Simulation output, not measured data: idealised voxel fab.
Presented below is a process module, voxel ribs on slabs.
Section cut is 235 nm wide and gridded with 5 nm square cells.
A cross-section is a grid of square cells, given in bands from the top down. A band is one or more rows of cells. Top height, bottom height, nm. Materials left to right, width each, nm. Single material + "edge to edge" = fills band edge to edge. "blank" = empty. Below 0: as-received wafer, all one material; heights counted from there. Lowest band: no bottom, goes on down, written "0 down". It should be noted that a width expressed as "30..40" varies in equal increments from row to row of cells within the band, taking the value of the first number at the top row and that of the second number at the bottom row. Any step labelled "remained unchanged" changed none of the cells in the cross-section. Under "Entrapped void list" you'll find the enclosed gaps, the ones with no way out to the top, that are 8 cells or bigger; each reads width x height at distance, with distance counted from the left edge, everything in nm. Text after the settings on a step's line: the simulator's own remark on that step. "overlay nm" answers the question of how far to the right of plan the mask lay on a step that has a mask, and when it is negative the answer is to the left.
Intended process steps
| 1 | RECEIVE,material Si |
| 2 | DIRECTIONAL_DEP,material SiO2,thk nm 25 |
| 3 | DIRECTIONAL_DEP,material polySi,thk nm 25 |
| 4 | DIRECTIONAL_DEP,material aC,thk nm 15 |
| 5 | PATTERN,tone cover,mask id RIB,material resist,width nm 20,thk nm 30,overlay nm 0 |
| 6 | DIRECTIONAL_ETCH,etch materials aC,depth nm 15 |
| 7 | STRIP,etch materials resist |
| 8 | DIRECTIONAL_ETCH,etch materials polySi,depth nm 15 |
| 9 | STRIP,etch materials aC |
| 10 | PATTERN,tone cover,mask id SLAB,material resist,width nm 60,thk nm 20,overlay nm 0 |
| 11 | DIRECTIONAL_ETCH,etch materials polySi,depth nm 10 |
| 12 | STRIP,etch materials resist |
| 13 | FILL_DEP,material SiO2,thk nm 20 |
| 14 | CMP,height nm 65 |
| 15 | DIRECTIONAL_DEP,material W,thk nm 10 |
| 16 | MASKED_ETCH,tone cover,mask id HEATER,width nm 30,etch materials W,depth nm 10,overlay nm 0 |
| 17 | CONFORMAL_DEP,material SiN,thk nm 10 |
Received-state cross-section, reflecting completion of step 1
	0 down  Si edge to edge
	Entrapped void list: none
Starting structure and process plan are as shown above, but one mistake was made in running the module; the wafer cross-section at the end of the module follows
	85 to 75  90 of blank, then 50 of SiN, then 95 of blank
	75 to 65  100 of SiN, then 30 of W, then 105 of SiN
	65 to 50  SiO2 edge to edge
	50 to 25  W edge to edge
	25 to 0  SiO2 edge to edge
	0 down  Si edge to edge
	Entrapped void list: none
Plan not followed: step 3 ran with different settings than intended, the actual operation and settings being DIRECTIONAL_DEP,material W,thk nm 25
